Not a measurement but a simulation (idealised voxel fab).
A process module follows: voxel self aligned contacts.
In the cross-section labelled cut, the width is 205 nm and each square cell is 5 nm.
How to read a cross-section here: the picture is a grid of square cells, written as bands going from the top down, and any band can span one or more rows of cells.
Within each band entry, the heights of the top and of the bottom of the band appear first, in that order and in nm; the materials of the band then follow from left to right, each with its corresponding width in nm. The designation "all across" on a single material indicates that it fills the band from edge to edge; the designation "blank" indicates empty space.
Height is counted from the level 0, under which the received wafer is composed throughout of one material. The lowest of the bands is not closed at the bottom but continues downward, in the notation "0 and below".
A width given as "30..40" starts at the first number in the band's top row and ends at the second number in its bottom row, shifting by an equal amount at every step from row to row.
Key: "nothing was modified" - step with no changed cell in the cross-section.
Empty spaces without an open route to the top, at least 8 cells in extent, make up the entry "Cavities, closed"; each is given as width x height at distance, where the distance is measured from the left edge, and all are in nm.
It should be noted that, on the line of a given step, the content following the step's settings is a remark produced by the simulator itself with respect to that step.
The setting "overlay nm" may be written on the line of a step. When the step uses a mask, the value reports how far to the right of the planned place the mask lay, and a negative value reports that it lay to the left.

[Planned process steps]
1. RECEIVE [material Si]
2. CONFORMAL_DEP [material SiO2] [thk nm 5]
3. DIRECTIONAL_DEP [material polySi] [thk nm 25]
4. DIRECTIONAL_DEP [material SiN] [thk nm 20]
5. PATTERN [tone cover] [mask id GATE] [material resist] [width nm 15] [pitch nm 50] [thk nm 15] [overlay nm 0]
6. DIRECTIONAL_ETCH [etch materials SiN] [depth nm 20]
7. DIRECTIONAL_ETCH [etch materials polySi] [depth nm 25]
8. STRIP [etch materials resist]
9. CONFORMAL_DEP [material SiN] [thk nm 5]
10. DIRECTIONAL_ETCH [etch materials SiN] [depth nm 5]
11. FILL_DEP [material SiO2] [thk nm 20]
12. CMP [height nm 60]
13. DIRECTIONAL_DEP [material aC] [thk nm 15]
14. PATTERN [tone open] [mask id CONTACT] [material resist] [width nm 35] [pitch nm 50] [thk nm 30] [overlay nm 0]
15. DIRECTIONAL_ETCH [etch materials aC] [depth nm 15]
16. STRIP [etch materials resist]
17. DIRECTIONAL_ETCH [etch materials SiO2] [depth nm 60]
18. STRIP [etch materials aC]
19. CONFORMAL_DEP [material TiN] [thk nm 5]
20. FILL_DEP [material W] [thk nm 5]
21. CMP [height nm 60]
22. CONFORMAL_DEP [material SiN] [thk nm 5]
All wafers enter the flow in the same state. The width nm at step 5 differs from wafer to wafer, and the plan gives the value for the first wafer.

[As-received cross-section, first of several wafers, post step 1]
0 and below  Si all across
Cavities, closed: none

[Once step 22, the last step, is complete, the module is at its end; this is the cross-section of the first of several wafers]
65 down to 60  SiN all across
60 down to 50  SiO2: 60 / TiN: 5..10 / W: 25..15 / TiN: 5..10 / SiO2: 15 / TiN: 5..10 / W: 25..15 / TiN: 5..10 / SiO2: 60
50 down to 30  SiO2: 40 / SiN: 25 / TiN: 5 / W: 15 / TiN: 5 / SiN: 25 / TiN: 5 / W: 15 / TiN: 5 / SiN: 25 / SiO2: 40
30 down to 5  SiO2: 40 / SiN: 5 / polySi: 15 / SiN: 5 / TiN: 5 / W: 15 / TiN: 5 / SiN: 5 / polySi: 15 / SiN: 5 / TiN: 5 / W: 15 / TiN: 5 / SiN: 5 / polySi: 15 / SiN: 5 / SiO2: 40
5 down to 0  SiO2: 65 / TiN: 25 / SiO2: 25 / TiN: 25 / SiO2: 65
0 and below  Si all across
Cavities, closed: none

[A cross-section through the last wafer at the close of the module]
65 down to 60  SiN all across
60 down to 55  SiO2: 60 / TiN: 5 / W: 25 / TiN: 5 / SiO2: 15 / TiN: 5 / W: 25 / TiN: 5 / SiO2: 60
55 down to 50  SiO2: 60 / TiN: 35 / SiO2: 15 / TiN: 35 / SiO2: 60
50 down to 30  SiO2: 30 / SiN: 45 / TiN: 5 / SiN: 45 / TiN: 5 / SiN: 45 / SiO2: 30
30 down to 5  SiO2: 30 / SiN: 5 / polySi: 35 / SiN: 5 / TiN: 5 / SiN: 5 / polySi: 35 / SiN: 5 / TiN: 5 / SiN: 5 / polySi: 35 / SiN: 5 / SiO2: 30
5 down to 0  SiO2: 75 / TiN: 5 / SiO2: 45 / TiN: 5 / SiO2: 75
0 and below  Si all across
Cavities, closed: none

[The table below has one row for each wafer; a row shows, as of the end of the module, how many cells of each material the wafer has gained, marked (+), or lost, marked (-), since it was received, and then the wafer's closed voids]
width nm 15 | +131 SiN | +229 SiO2 | +58 TiN | +70 W | +45 polySi | Cavities, closed: none
width nm 20 | +143 SiN | +222 SiO2 | +58 TiN | +50 W | +60 polySi | Cavities, closed: none
width nm 25 | +155 SiN | +215 SiO2 | +58 TiN | +30 W | +75 polySi | Cavities, closed: none
width nm 30 | +167 SiN | +208 SiO2 | +58 TiN | +10 W | +90 polySi | Cavities, closed: none
width nm 35 | +179 SiN | +201 SiO2 | +38 TiN | +10 W | +105 polySi | Cavities, closed: none
